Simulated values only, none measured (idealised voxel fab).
Presented below is a process module, voxel self aligned contacts.
We display cut, a cross-section 265 nm in width whose square cells are each 5 nm.
Reading order for cross-sections: top band down to bottom band. Underlying form: a grid of square cells. Band size: one or more rows of cells.
Quick guide to a band line: top height, bottom height (nm) up front; then every material left to right with its width in nm. Only one material and it's marked "full width"? Then it fills the band edge to edge. And "blank" just means empty space.
Heights are measured from 0, the level below which the as-received wafer is all one material; the lowest band has no bottom and continues downward, written as in "0..down".
A width such as "30 to 40" changes by the same amount from each row of cells to the next, from the band's top row to its bottom row.
"no change", as given for a step, is the statement that not any cell of the cross-section underwent a change during that step.
Reported under the label "Closed void entries" are the empty spaces having no open way to the top and comprising 8 cells or more; the notation for each is width x height at distance, in which the distance is measured from the left edge and all three values are in nm.
That trailing text on a step's line, after the settings, is the simulator's own remark on the step.
For masked steps, "overlay nm" on the step line gives how far right of plan the mask actually lay; a minus sign means it lay to the left.
Guide to the pairs. Each holds a before and an after cross-section around one process step; the after cross-section is cut off at the lowest band that changed. Look under the pair for the step between them and its settings. Pairs can come from different runs of this module on the same starting wafer, so a pair follows on from the one above it only where its entry headed "Before the step" says it does.
[Before the step]
- 0..down: Si full width
- Closed void entries: none
[Post-Step Appearance]
- 0..-5: SiO2 full width
- Under -5: no change, same as before.
- Closed void entries: none
The structure goes from the before cross-section above to the after cross-section through OXIDIZE: depth nm 5
Before the step: just use the after drawing of the pair above as your starting point.
[Post-Step Appearance]
- 30..0: polySi full width
- Under 0: no change, same as before.
- Closed void entries: none
The structure goes from the before cross-section above to the after cross-section through DIRECTIONAL_DEP: material polySi, thk nm 30
Before the step: just use the after drawing of the pair above as your starting point.
[Post-Step Appearance]
- 50..30: SiN full width
- Under 30: no change, same as before.
- Closed void entries: none
The structure goes from the before cross-section above to the after cross-section through DIRECTIONAL_DEP: material SiN, thk nm 20
Before the step: just use the after drawing of the pair above as your starting point.
[Post-Step Appearance]
- 70..50: 85 of blank; 30 of resist; 35 of blank; 30 of resist; 85 of blank
- Under 50: no change, same as before.
- Closed void entries: none
The structure goes from the before cross-section above to the after cross-section through PATTERN: tone cover, mask id GATE, material resist, width nm 30, pitch nm 65, thk nm 20, overlay nm 0
Before the step: just use the after drawing of the pair above as your starting point.
[Post-Step Appearance]
- 70..50: 85 of blank; 30 of resist; 35 of blank; 30 of resist; 85 of blank
- 50..30: 85 of blank; 30 of SiN; 35 of blank; 30 of SiN; 85 of blank
- Under 30: no change, same as before.
- Closed void entries: none
The structure goes from the before cross-section above to the after cross-section through DIRECTIONAL_ETCH: etch materials SiN, depth nm 20
Before the step: just use the after drawing of the pair above as your starting point.
[Post-Step Appearance]
- 70..50: 85 of blank; 30 of resist; 35 of blank; 30 of resist; 85 of blank
- 50..30: 85 of blank; 30 of SiN; 35 of blank; 30 of SiN; 85 of blank
- 30..0: 85 of blank; 30 of polySi; 35 of blank; 30 of polySi; 85 of blank
- Under 0: no change, same as before.
- Closed void entries: none
The structure goes from the before cross-section above to the after cross-section through DIRECTIONAL_ETCH: etch materials polySi, depth nm 30
Before the step: just use the after drawing of the pair above as your starting point.
[Post-Step Appearance]
- 50..30: 85 of blank; 30 of SiN; 35 of blank; 30 of SiN; 85 of blank
- Under 30: no change, same as before.
- Closed void entries: none
The structure goes from the before cross-section above to the after cross-section through STRIP: etch materials resist
Before the step: just use the after drawing of the pair above as your starting point.
[Post-Step Appearance]
- 60..30: 75 of blank; 50 of SiN; 15 of blank; 50 of SiN; 75 of blank
- 30..10: 75 of blank; 10 of SiN; 30 of polySi; 10 of SiN; 15 of blank; 10 of SiN; 30 of polySi; 10 of SiN; 75 of blank
- 10..0: 85 of SiN; 30 of polySi; 35 of SiN; 30 of polySi; 85 of SiN
- Under 0: no change, same as before.
- Closed void entries: none
The structure goes from the before cross-section above to the after cross-section through CONFORMAL_DEP: material SiN, thk nm 10
Before the step: just use the after drawing of the pair above as your starting point.
[Post-Step Appearance]
- 50..30: 75 of blank; 50 of SiN; 15 of blank; 50 of SiN; 75 of blank
- 30..0: 75 of blank; 10 of SiN; 30 of polySi; 10 of SiN; 15 of blank; 10 of SiN; 30 of polySi; 10 of SiN; 75 of blank
- Under 0: no change, same as before.
- Closed void entries: none
The structure goes from the before cross-section above to the after cross-section through DIRECTIONAL_ETCH: etch materials SiN, depth nm 10
Before the step: just use the after drawing of the pair above as your starting point.
[Post-Step Appearance]
- 65..50: SiO2 full width
- 50..30: 75 of SiO2; 50 of SiN; 15 of SiO2; 50 of SiN; 75 of SiO2
- 30..0: 75 of SiO2; 10 of SiN; 30 of polySi; 10 of SiN; 15 of SiO2; 10 of SiN; 30 of polySi; 10 of SiN; 75 of SiO2
- Under 0: no change, same as before.
- Closed void entries: none
The structure goes from the before cross-section above to the after cross-section through FILL_DEP: material SiO2, thk nm 15
Before the step: just use the after drawing of the pair above as your starting point.
[Post-Step Appearance]
- 55..50: SiO2 full width
- Under 50: no change, same as before.
- Closed void entries: none
The structure goes from the before cross-section above to the after cross-section through CMP: height nm 55
Before the step: just use the after drawing of the pair above as your starting point.
[Post-Step Appearance]
- 70..55: aC full width
- Under 55: no change, same as before.
- Closed void entries: none
The structure goes from the before cross-section above to the after cross-section through DIRECTIONAL_DEP: material aC, thk nm 15
Before the step: just use the after drawing of the pair above as your starting point.
[Post-Step Appearance]
- 100..70: 110 of resist; 45 of blank; 110 of resist
- Under 70: no change, same as before.
- Closed void entries: none
The structure goes from the before cross-section above to the after cross-section through PATTERN: tone open, mask id CONTACT, material resist, width nm 45, thk nm 30, overlay nm 0
Before the step: just use the after drawing of the pair above as your starting point.
[Post-Step Appearance]
- 85..70: 110 of resist; 45 of blank; 110 of resist
- 70..55: 110 of aC; 45 of blank; 110 of aC
- Under 55: no change, same as before.
- Closed void entries: none
The structure goes from the before cross-section above to the after cross-section through DIRECTIONAL_ETCH: etch materials aC, depth nm 15
Before the step: just use the after drawing of the pair above as your starting point.
[Post-Step Appearance]
- 70..55: 110 of aC; 45 of blank; 110 of aC
- Under 55: no change, same as before.
- Closed void entries: none
The structure goes from the before cross-section above to the after cross-section through STRIP: etch materials resist
Before the step: just use the after drawing of the pair above as your starting point.
[Post-Step Appearance]
- 70..55: 110 of aC; 45 of blank; 110 of aC
- 55..50: 110 of SiO2; 45 of blank; 110 of SiO2
- 50..30: 75 of SiO2; 50 of SiN; 15 of blank; 50 of SiN; 75 of SiO2
- 30..0: 75 of SiO2; 10 of SiN; 30 of polySi; 10 of SiN; 15 of blank; 10 of SiN; 30 of polySi; 10 of SiN; 75 of SiO2
- 0..-5: 125 of SiO2; 15 of blank; 125 of SiO2
- Under -5: no change, same as before.
- Closed void entries: none
The structure goes from the before cross-section above to the after cross-section through DIRECTIONAL_ETCH: etch materials SiO2, depth nm 60
Before the step: just use the after drawing of the pair above as your starting point.
[Post-Step Appearance]
- 55..50: 110 of SiO2; 45 of blank; 110 of SiO2
- Under 50: no change, same as before.
- Closed void entries: none
The structure goes from the before cross-section above to the after cross-section through STRIP: etch materials aC
Before the step: just use the after drawing of the pair above as your starting point.
[Post-Step Appearance]
- 60..55: 115 of TiN; 35 of blank; 115 of TiN
- 55..50: 110 of SiO2; 20 of TiN; 5 of blank; 20 of TiN; 110 of SiO2
- 50..30: 75 of SiO2; 50 of SiN; 5 of TiN; 5 of blank; 5 of TiN; 50 of SiN; 75 of SiO2
- 30..0: 75 of SiO2; 10 of SiN; 30 of polySi; 10 of SiN; 5 of TiN; 5 of blank; 5 of TiN; 10 of SiN; 30 of polySi; 10 of SiN; 75 of SiO2
- 0..-5: 125 of SiO2; 15 of TiN; 125 of SiO2
- Under -5: no change, same as before.
- Closed void entries: none
The structure goes from the before cross-section above to the after cross-section through CONFORMAL_DEP: material TiN, thk nm 5
Before the step: just use the after drawing of the pair above as your starting point.
[Post-Step Appearance]
- 70..60: Ru full width
- 60..55: 115 of TiN; 35 of Ru; 115 of TiN
- 55..50: 110 of SiO2; 20 of TiN; 5 of Ru; 20 of TiN; 110 of SiO2
- 50..30: 75 of SiO2; 50 of SiN; 5 of TiN; 5 of Ru; 5 of TiN; 50 of SiN; 75 of SiO2
- 30..0: 75 of SiO2; 10 of SiN; 30 of polySi; 10 of SiN; 5 of TiN; 5 of Ru; 5 of TiN; 10 of SiN; 30 of polySi; 10 of SiN; 75 of SiO2
- Under 0: no change, same as before.
- Closed void entries: none
The structure goes from the before cross-section above to the after cross-section through FILL_DEP: material Ru, thk nm 10
Before the step: just use the after drawing of the pair above as your starting point.
[Post-Step Appearance]
- 55..50: 110 of SiO2; 20 of TiN; 5 of Ru; 20 of TiN; 110 of SiO2
- Under 50: no change, same as before.
- Closed void entries: none
The structure goes from the before cross-section above to the after cross-section through CMP: height nm 55
Before the step: just use the after drawing of the pair above as your starting point.
[Post-Step Appearance]
- 60..55: SiN full width
- Under 55: no change, same as before.
- Closed void entries: none
The structure goes from the before cross-section above to the after cross-section through CONFORMAL_DEP: material SiN, thk nm 5
[Before the step]
- 70..60: Ru full width
- 60..55: 115 of TiN; 35 of Ru; 115 of TiN
- 55..50: 110 of SiO2; 20 of TiN; 5 of Ru; 20 of TiN; 110 of SiO2
- 50..30: 75 of SiO2; 50 of SiN; 5 of TiN; 5 of Ru; 5 of TiN; 50 of SiN; 75 of SiO2
- 30..0: 75 of SiO2; 10 of SiN; 30 of polySi; 10 of SiN; 5 of TiN; 5 of Ru; 5 of TiN; 10 of SiN; 30 of polySi; 10 of SiN; 75 of SiO2
- 0..-5: 125 of SiO2; 15 of TiN; 125 of SiO2
- -5..down: Si full width
- Closed void entries: none
[Post-Step Appearance]
- 75..70: SiN full width
- Under 70: no change, same as before.
- Closed void entries: none
The structure goes from the before cross-section above to the after cross-section through CONFORMAL_DEP: material SiN, thk nm 5
[Before the step]
- 50..30: SiN full width
- 30..0: polySi full width
- 0..-5: SiO2 full width
- -5..down: Si full width
- Closed void entries: none
[Post-Step Appearance]
- 70..30: SiN full width
- Under 30: no change, same as before.
- Closed void entries: none
The structure goes from the before cross-section above to the after cross-section through DIRECTIONAL_DEP: material SiN, thk nm 20
Before the step: just use the after drawing of the pair above as your starting point.
[Post-Step Appearance]
- 90..70: 85 of blank; 30 of resist; 35 of blank; 30 of resist; 85 of blank
- Under 70: no change, same as before.
- Closed void entries: none
The structure goes from the before cross-section above to the after cross-section through PATTERN: tone cover, mask id GATE, material resist, width nm 30, pitch nm 65, thk nm 20, overlay nm 0
Before the step: just use the after drawing of the pair above as your starting point.
[Post-Step Appearance]
- 90..70: 85 of blank; 30 of resist; 35 of blank; 30 of resist; 85 of blank
- 70..50: 85 of blank; 30 of SiN; 35 of blank; 30 of SiN; 85 of blank
- Under 50: no change, same as before.
- Closed void entries: none
The structure goes from the before cross-section above to the after cross-section through DIRECTIONAL_ETCH: etch materials SiN, depth nm 20
Before the step: just use the after drawing of the pair above as your starting point.
[Post-Step Appearance]
- 70..50: 85 of blank; 30 of SiN; 35 of blank; 30 of SiN; 85 of blank
- Under 50: no change, same as before.
- Closed void entries: none
The structure goes from the before cross-section above to the after cross-section through STRIP: etch materials resist
Before the step: just use the after drawing of the pair above as your starting point.
[Post-Step Appearance]
- 80..60: 75 of blank; 50 of SiN; 15 of blank; 50 of SiN; 75 of blank
- 60..30: SiN full width
- Under 30: no change, same as before.
- Closed void entries: none
The structure goes from the before cross-section above to the after cross-section through CONFORMAL_DEP: material SiN, thk nm 10
Before the step: just use the after drawing of the pair above as your starting point.
[Post-Step Appearance]
- 70..50: 75 of blank; 50 of SiN; 15 of blank; 50 of SiN; 75 of blank
- Under 50: no change, same as before.
- Closed void entries: none
The structure goes from the before cross-section above to the after cross-section through DIRECTIONAL_ETCH: etch materials SiN, depth nm 10
Before the step: just use the after drawing of the pair above as your starting point.
[Post-Step Appearance]
- 85..70: SiO2 full width
- 70..50: 75 of SiO2; 50 of SiN; 15 of SiO2; 50 of SiN; 75 of SiO2
- Under 50: no change, same as before.
- Closed void entries: none
The structure goes from the before cross-section above to the after cross-section through FILL_DEP: material SiO2, thk nm 15
Before the step: just use the after drawing of the pair above as your starting point.
[Post-Step Appearance]
- 55..50: 75 of SiO2; 50 of SiN; 15 of SiO2; 50 of SiN; 75 of SiO2
- Under 50: no change, same as before.
- Closed void entries: none
The structure goes from the before cross-section above to the after cross-section through CMP: height nm 55
Before the step: just use the after drawing of the pair above as your starting point.
[Post-Step Appearance]
- 70..55: aC full width
- Under 55: no change, same as before.
- Closed void entries: none
The structure goes from the before cross-section above to the after cross-section through DIRECTIONAL_DEP: material aC, thk nm 15
Before the step: just use the after drawing of the pair above as your starting point.
[Post-Step Appearance]
- 100..70: 110 of resist; 45 of blank; 110 of resist
- Under 70: no change, same as before.
- Closed void entries: none
The structure goes from the before cross-section above to the after cross-section through PATTERN: tone open, mask id CONTACT, material resist, width nm 45, thk nm 30, overlay nm 0
Before the step: just use the after drawing of the pair above as your starting point.
[Post-Step Appearance]
- 85..70: 110 of resist; 45 of blank; 110 of resist
- 70..55: 110 of aC; 45 of blank; 110 of aC
- Under 55: no change, same as before.
- Closed void entries: none
The structure goes from the before cross-section above to the after cross-section through DIRECTIONAL_ETCH: etch materials aC, depth nm 15
Before the step: just use the after drawing of the pair above as your starting point.
[Post-Step Appearance]
- 70..55: 110 of aC; 45 of blank; 110 of aC
- Under 55: no change, same as before.
- Closed void entries: none
The structure goes from the before cross-section above to the after cross-section through STRIP: etch materials resist
Before the step: just use the after drawing of the pair above as your starting point.
[Post-Step Appearance]
- 70..55: 110 of aC; 45 of blank; 110 of aC
- 55..50: 75 of SiO2; 50 of SiN; 15 of blank; 50 of SiN; 75 of SiO2
- Under 50: no change, same as before.
- Closed void entries: none
The structure goes from the before cross-section above to the after cross-section through DIRECTIONAL_ETCH: etch materials SiO2, depth nm 60
Before the step: just use the after drawing of the pair above as your starting point.
[Post-Step Appearance]
- 55..50: 75 of SiO2; 50 of SiN; 15 of blank; 50 of SiN; 75 of SiO2
- Under 50: no change, same as before.
- Closed void entries: none
The structure goes from the before cross-section above to the after cross-section through STRIP: etch materials aC
Before the step: just use the after drawing of the pair above as your starting point.
[Post-Step Appearance]
- 60..55: 130 of TiN; 5 of blank; 130 of TiN
- 55..50: 75 of SiO2; 50 of SiN; 15 of TiN; 50 of SiN; 75 of SiO2
- Under 50: no change, same as before.
- Closed void entries: none
The structure goes from the before cross-section above to the after cross-section through CONFORMAL_DEP: material TiN, thk nm 5
Before the step: just use the after drawing of the pair above as your starting point.
[Post-Step Appearance]
- 70..60: Ru full width
- 60..55: 130 of TiN; 5 of Ru; 130 of TiN
- Under 55: no change, same as before.
- Closed void entries: none
The structure goes from the before cross-section above to the after cross-section through FILL_DEP: material Ru, thk nm 10
Before the step: just use the after drawing of the pair above as your starting point.
[Post-Step Appearance]
- 55..50: 75 of SiO2; 50 of SiN; 15 of TiN; 50 of SiN; 75 of SiO2
- Under 50: no change, same as before.
- Closed void entries: none
The structure goes from the before cross-section above to the after cross-section through CMP: height nm 55
Before the step: just use the after drawing of the pair above as your starting point.
[Post-Step Appearance]
- 60..55: SiN full width
- Under 55: no change, same as before.
- Closed void entries: none
The structure goes from the before cross-section above to the after cross-section through CONFORMAL_DEP: material SiN, thk nm 5
[Before the step]
- 0..-5: SiO2 full width
- -5..down: Si full width
- Closed void entries: none
[Post-Step Appearance]
- 20..0: SiN full width
- Under 0: no change, same as before.
- Closed void entries: none
The structure goes from the before cross-section above to the after cross-section through DIRECTIONAL_DEP: material SiN, thk nm 20
Before the step: just use the after drawing of the pair above as your starting point.
[Post-Step Appearance]
- 50..20: polySi full width
- Under 20: no change, same as before.
- Closed void entries: none
The structure goes from the before cross-section above to the after cross-section through DIRECTIONAL_DEP: material polySi, thk nm 30
Before the step: just use the after drawing of the pair above as your starting point.
[Post-Step Appearance]
- 70..50: 85 of blank; 30 of resist; 35 of blank; 30 of resist; 85 of blank
- Under 50: no change, same as before.
- Closed void entries: none
The structure goes from the before cross-section above to the after cross-section through PATTERN: tone cover, mask id GATE, material resist, width nm 30, pitch nm 65, thk nm 20, overlay nm 0
Before the step: just use the after drawing of the pair above as your starting point.
[Post-Step Appearance]
- 70..50: 85 of blank; 30 of resist; 35 of blank; 30 of resist; 85 of blank
- 50..20: 85 of blank; 30 of polySi; 35 of blank; 30 of polySi; 85 of blank
- Under 20: no change, same as before.
- Closed void entries: none
The structure goes from the before cross-section above to the after cross-section through DIRECTIONAL_ETCH: etch materials polySi, depth nm 30
Before the step: just use the after drawing of the pair above as your starting point.
[Post-Step Appearance]
- 50..20: 85 of blank; 30 of polySi; 35 of blank; 30 of polySi; 85 of blank
- Under 20: no change, same as before.
- Closed void entries: none
The structure goes from the before cross-section above to the after cross-section through STRIP: etch materials resist
Before the step: just use the after drawing of the pair above as your starting point.
[Post-Step Appearance]
- 60..50: 75 of blank; 50 of SiN; 15 of blank; 50 of SiN; 75 of blank
- 50..30: 75 of blank; 10 of SiN; 30 of polySi; 10 of SiN; 15 of blank; 10 of SiN; 30 of polySi; 10 of SiN; 75 of blank
- 30..20: 85 of SiN; 30 of polySi; 35 of SiN; 30 of polySi; 85 of SiN
- Under 20: no change, same as before.
- Closed void entries: none
The structure goes from the before cross-section above to the after cross-section through CONFORMAL_DEP: material SiN, thk nm 10
Before the step: just use the after drawing of the pair above as your starting point.
[Post-Step Appearance]
- 50..20: 75 of blank; 10 of SiN; 30 of polySi; 10 of SiN; 15 of blank; 10 of SiN; 30 of polySi; 10 of SiN; 75 of blank
- Under 20: no change, same as before.
- Closed void entries: none
The structure goes from the before cross-section above to the after cross-section through DIRECTIONAL_ETCH: etch materials SiN, depth nm 10
Before the step: just use the after drawing of the pair above as your starting point.
[Post-Step Appearance]
- 65..50: SiO2 full width
- 50..20: 75 of SiO2; 10 of SiN; 30 of polySi; 10 of SiN; 15 of SiO2; 10 of SiN; 30 of polySi; 10 of SiN; 75 of SiO2
- Under 20: no change, same as before.
- Closed void entries: none
The structure goes from the before cross-section above to the after cross-section through FILL_DEP: material SiO2, thk nm 15
Before the step: just use the after drawing of the pair above as your starting point.
[Post-Step Appearance]
- 55..50: SiO2 full width
- Under 50: no change, same as before.
- Closed void entries: none
The structure goes from the before cross-section above to the after cross-section through CMP: height nm 55
Before the step: just use the after drawing of the pair above as your starting point.
[Post-Step Appearance]
- 70..55: aC full width
- Under 55: no change, same as before.
- Closed void entries: none
The structure goes from the before cross-section above to the after cross-section through DIRECTIONAL_DEP: material aC, thk nm 15
Before the step: just use the after drawing of the pair above as your starting point.
[Post-Step Appearance]
- 100..70: 110 of resist; 45 of blank; 110 of resist
- Under 70: no change, same as before.
- Closed void entries: none
The structure goes from the before cross-section above to the after cross-section through PATTERN: tone open, mask id CONTACT, material resist, width nm 45, thk nm 30, overlay nm 0
Before the step: just use the after drawing of the pair above as your starting point.
[Post-Step Appearance]
- 85..70: 110 of resist; 45 of blank; 110 of resist
- 70..55: 110 of aC; 45 of blank; 110 of aC
- Under 55: no change, same as before.
- Closed void entries: none
The structure goes from the before cross-section above to the after cross-section through DIRECTIONAL_ETCH: etch materials aC, depth nm 15
Before the step: just use the after drawing of the pair above as your starting point.
[Post-Step Appearance]
- 70..55: 110 of aC; 45 of blank; 110 of aC
- Under 55: no change, same as before.
- Closed void entries: none
The structure goes from the before cross-section above to the after cross-section through STRIP: etch materials resist
Before the step: just use the after drawing of the pair above as your starting point.
[Post-Step Appearance]
- 70..55: 110 of aC; 45 of blank; 110 of aC
- 55..50: 110 of SiO2; 45 of blank; 110 of SiO2
- 50..20: 75 of SiO2; 10 of SiN; 30 of polySi; 10 of SiN; 15 of blank; 10 of SiN; 30 of polySi; 10 of SiN; 75 of SiO2
- Under 20: no change, same as before.
- Closed void entries: none
The structure goes from the before cross-section above to the after cross-section through DIRECTIONAL_ETCH: etch materials SiO2, depth nm 60
Before the step: just use the after drawing of the pair above as your starting point.
[Post-Step Appearance]
- 55..50: 110 of SiO2; 45 of blank; 110 of SiO2
- Under 50: no change, same as before.
- Closed void entries: none
The structure goes from the before cross-section above to the after cross-section through STRIP: etch materials aC
Before the step: just use the after drawing of the pair above as your starting point.
[Post-Step Appearance]
- 60..55: 115 of TiN; 35 of blank; 115 of TiN
- 55..50: 110 of SiO2; 20 of TiN; 5 of blank; 20 of TiN; 110 of SiO2
- 50..25: 75 of SiO2; 10 of SiN; 30 of polySi; 10 of SiN; 5 of TiN; 5 of blank; 5 of TiN; 10 of SiN; 30 of polySi; 10 of SiN; 75 of SiO2
- 25..20: 75 of SiO2; 10 of SiN; 30 of polySi; 10 of SiN; 15 of TiN; 10 of SiN; 30 of polySi; 10 of SiN; 75 of SiO2
- Under 20: no change, same as before.
- Closed void entries: none
The structure goes from the before cross-section above to the after cross-section through CONFORMAL_DEP: material TiN, thk nm 5
Before the step: just use the after drawing of the pair above as your starting point.
[Post-Step Appearance]
- 70..60: Ru full width
- 60..55: 115 of TiN; 35 of Ru; 115 of TiN
- 55..50: 110 of SiO2; 20 of TiN; 5 of Ru; 20 of TiN; 110 of SiO2
- 50..25: 75 of SiO2; 10 of SiN; 30 of polySi; 10 of SiN; 5 of TiN; 5 of Ru; 5 of TiN; 10 of SiN; 30 of polySi; 10 of SiN; 75 of SiO2
- Under 25: no change, same as before.
- Closed void entries: none
The structure goes from the before cross-section above to the after cross-section through FILL_DEP: material Ru, thk nm 10
Before the step: just use the after drawing of the pair above as your starting point.
[Post-Step Appearance]
- 55..50: 110 of SiO2; 20 of TiN; 5 of Ru; 20 of TiN; 110 of SiO2
- Under 50: no change, same as before.
- Closed void entries: none
The structure goes from the before cross-section above to the after cross-section through CMP: height nm 55
Before the step: just use the after drawing of the pair above as your starting point.
[Post-Step Appearance]
- 60..55: SiN full width
- Under 55: no change, same as before.
- Closed void entries: none
The structure goes from the before cross-section above to the after cross-section through CONFORMAL_DEP: material SiN, thk nm 5
[Before the step]
- 70..60: Ru full width
- 60..55: 115 of TiN; 35 of Ru; 115 of TiN
- 55..50: 110 of SiO2; 20 of TiN; 5 of Ru; 20 of TiN; 110 of SiO2
- 50..30: 75 of SiO2; 50 of SiN; 5 of TiN; 5 of Ru; 5 of TiN; 50 of SiN; 75 of SiO2
- 30..0: 75 of SiO2; 10 of SiN; 30 of polySi; 10 of SiN; 5 of TiN; 5 of Ru; 5 of TiN; 10 of SiN; 30 of polySi; 10 of SiN; 75 of SiO2
- 0..-5: 125 of SiO2; 15 of TiN; 125 of SiO2
- -5..down: Si full width
- Closed void entries: none
[Post-Step Appearance]
- 60..55: 115 of TiN; 35 of Ru; 115 of TiN
- Under 55: no change, same as before.
- Closed void entries: none
The structure goes from the before cross-section above to the after cross-section through CMP: height nm 60
Before the step: just use the after drawing of the pair above as your starting point.
[Post-Step Appearance]
- 65..60: SiN full width
- Under 60: no change, same as before.
- Closed void entries: none
The structure goes from the before cross-section above to the after cross-section through CONFORMAL_DEP: material SiN, thk nm 5
[Before the step]
- 70..55: aC full width
- 55..50: SiO2 full width
- 50..30: 75 of SiO2; 50 of SiN; 15 of SiO2; 50 of SiN; 75 of SiO2
- 30..0: 75 of SiO2; 10 of SiN; 30 of polySi; 10 of SiN; 15 of SiO2; 10 of SiN; 30 of polySi; 10 of SiN; 75 of SiO2
- 0..-5: SiO2 full width
- -5..down: Si full width
- Closed void entries: none
[Post-Step Appearance]
- 100..70: 105 of resist; 55 of blank; 105 of resist
- Under 70: no change, same as before.
- Closed void entries: none
The structure goes from the before cross-section above to the after cross-section through PATTERN: tone open, mask id CONTACT, material resist, width nm 55, thk nm 30, overlay nm 0
Before the step: just use the after drawing of the pair above as your starting point.
[Post-Step Appearance]
- 85..70: 105 of resist; 55 of blank; 105 of resist
- 70..55: 105 of aC; 55 of blank; 105 of aC
- Under 55: no change, same as before.
- Closed void entries: none
The structure goes from the before cross-section above to the after cross-section through DIRECTIONAL_ETCH: etch materials aC, depth nm 15
Before the step: just use the after drawing of the pair above as your starting point.
[Post-Step Appearance]
- 70..55: 105 of aC; 55 of blank; 105 of aC
- Under 55: no change, same as before.
- Closed void entries: none
The structure goes from the before cross-section above to the after cross-section through STRIP: etch materials resist
Before the step: just use the after drawing of the pair above as your starting point.
[Post-Step Appearance]
- 70..55: 105 of aC; 55 of blank; 105 of aC
- 55..50: 105 of SiO2; 55 of blank; 105 of SiO2
- 50..30: 75 of SiO2; 50 of SiN; 15 of blank; 50 of SiN; 75 of SiO2
- 30..0: 75 of SiO2; 10 of SiN; 30 of polySi; 10 of SiN; 15 of blank; 10 of SiN; 30 of polySi; 10 of SiN; 75 of SiO2
- 0..-5: 125 of SiO2; 15 of blank; 125 of SiO2
- Under -5: no change, same as before.
- Closed void entries: none
The structure goes from the before cross-section above to the after cross-section through DIRECTIONAL_ETCH: etch materials SiO2, depth nm 60
Before the step: just use the after drawing of the pair above as your starting point.
[Post-Step Appearance]
- 55..50: 105 of SiO2; 55 of blank; 105 of SiO2
- Under 50: no change, same as before.
- Closed void entries: none
The structure goes from the before cross-section above to the after cross-section through STRIP: etch materials aC
Before the step: just use the after drawing of the pair above as your starting point.
[Post-Step Appearance]
- 60..55: 110 of TiN; 45 of blank; 110 of TiN
- 55..50: 105 of SiO2; 25 of TiN; 5 of blank; 25 of TiN; 105 of SiO2
- 50..30: 75 of SiO2; 50 of SiN; 5 of TiN; 5 of blank; 5 of TiN; 50 of SiN; 75 of SiO2
- 30..0: 75 of SiO2; 10 of SiN; 30 of polySi; 10 of SiN; 5 of TiN; 5 of blank; 5 of TiN; 10 of SiN; 30 of polySi; 10 of SiN; 75 of SiO2
- 0..-5: 125 of SiO2; 15 of TiN; 125 of SiO2
- Under -5: no change, same as before.
- Closed void entries: none
The structure goes from the before cross-section above to the after cross-section through CONFORMAL_DEP: material TiN, thk nm 5
Before the step: just use the after drawing of the pair above as your starting point.
[Post-Step Appearance]
- 70..60: Ru full width
- 60..55: 110 of TiN; 45 of Ru; 110 of TiN
- 55..50: 105 of SiO2; 25 of TiN; 5 of Ru; 25 of TiN; 105 of SiO2
- 50..30: 75 of SiO2; 50 of SiN; 5 of TiN; 5 of Ru; 5 of TiN; 50 of SiN; 75 of SiO2
- 30..0: 75 of SiO2; 10 of SiN; 30 of polySi; 10 of SiN; 5 of TiN; 5 of Ru; 5 of TiN; 10 of SiN; 30 of polySi; 10 of SiN; 75 of SiO2
- Under 0: no change, same as before.
- Closed void entries: none
The structure goes from the before cross-section above to the after cross-section through FILL_DEP: material Ru, thk nm 10
Before the step: just use the after drawing of the pair above as your starting point.
[Post-Step Appearance]
- 55..50: 105 of SiO2; 25 of TiN; 5 of Ru; 25 of TiN; 105 of SiO2
- Under 50: no change, same as before.
- Closed void entries: none
The structure goes from the before cross-section above to the after cross-section through CMP: height nm 55
Before the step: just use the after drawing of the pair above as your starting point.
[Post-Step Appearance]
- 60..55: SiN full width
- Under 55: no change, same as before.
- Closed void entries: none
The structure goes from the before cross-section above to the after cross-section through CONFORMAL_DEP: material SiN, thk nm 5
[Before the step]
- 50..30: SiN full width
- 30..0: polySi full width
- 0..-5: SiO2 full width
- -5..down: Si full width
- Closed void entries: none
[Post-Step Appearance]
- 70..50: 95 of blank; 30 of resist; 35 of blank; 30 of resist; 75 of blank
- Under 50: no change, same as before.
- Closed void entries: none
The structure goes from the before cross-section above to the after cross-section through PATTERN: tone cover, mask id GATE, material resist, width nm 30, pitch nm 65, thk nm 20, overlay nm 10
Before the step: just use the after drawing of the pair above as your starting point.
[Post-Step Appearance]
- 70..50: 95 of blank; 30 of resist; 35 of blank; 30 of resist; 75 of blank
- 50..30: 95 of blank; 30 of SiN; 35 of blank; 30 of SiN; 75 of blank
- Under 30: no change, same as before.
- Closed void entries: none
The structure goes from the before cross-section above to the after cross-section through DIRECTIONAL_ETCH: etch materials SiN, depth nm 20
Before the step: just use the after drawing of the pair above as your starting point.
[Post-Step Appearance]
- 70..50: 95 of blank; 30 of resist; 35 of blank; 30 of resist; 75 of blank
- 50..30: 95 of blank; 30 of SiN; 35 of blank; 30 of SiN; 75 of blank
- 30..0: 95 of blank; 30 of polySi; 35 of blank; 30 of polySi; 75 of blank
- Under 0: no change, same as before.
- Closed void entries: none
The structure goes from the before cross-section above to the after cross-section through DIRECTIONAL_ETCH: etch materials polySi, depth nm 30
Before the step: just use the after drawing of the pair above as your starting point.
[Post-Step Appearance]
- 50..30: 95 of blank; 30 of SiN; 35 of blank; 30 of SiN; 75 of blank
- Under 30: no change, same as before.
- Closed void entries: none
The structure goes from the before cross-section above to the after cross-section through STRIP: etch materials resist
Before the step: just use the after drawing of the pair above as your starting point.
[Post-Step Appearance]
- 60..30: 85 of blank; 50 of SiN; 15 of blank; 50 of SiN; 65 of blank
- 30..10: 85 of blank; 10 of SiN; 30 of polySi; 10 of SiN; 15 of blank; 10 of SiN; 30 of polySi; 10 of SiN; 65 of blank
- 10..0: 95 of SiN; 30 of polySi; 35 of SiN; 30 of polySi; 75 of SiN
- Under 0: no change, same as before.
- Closed void entries: none
The structure goes from the before cross-section above to the after cross-section through CONFORMAL_DEP: material SiN, thk nm 10
Before the step: just use the after drawing of the pair above as your starting point.
[Post-Step Appearance]
- 50..30: 85 of blank; 50 of SiN; 15 of blank; 50 of SiN; 65 of blank
- 30..0: 85 of blank; 10 of SiN; 30 of polySi; 10 of SiN; 15 of blank; 10 of SiN; 30 of polySi; 10 of SiN; 65 of blank
- Under 0: no change, same as before.
- Closed void entries: none
The structure goes from the before cross-section above to the after cross-section through DIRECTIONAL_ETCH: etch materials SiN, depth nm 10
Before the step: just use the after drawing of the pair above as your starting point.
[Post-Step Appearance]
- 65..50: SiO2 full width
- 50..30: 85 of SiO2; 50 of SiN; 15 of SiO2; 50 of SiN; 65 of SiO2
- 30..0: 85 of SiO2; 10 of SiN; 30 of polySi; 10 of SiN; 15 of SiO2; 10 of SiN; 30 of polySi; 10 of SiN; 65 of SiO2
- Under 0: no change, same as before.
- Closed void entries: none
The structure goes from the before cross-section above to the after cross-section through FILL_DEP: material SiO2, thk nm 15
Before the step: just use the after drawing of the pair above as your starting point.
[Post-Step Appearance]
- 55..50: SiO2 full width
- Under 50: no change, same as before.
- Closed void entries: none
The structure goes from the before cross-section above to the after cross-section through CMP: height nm 55
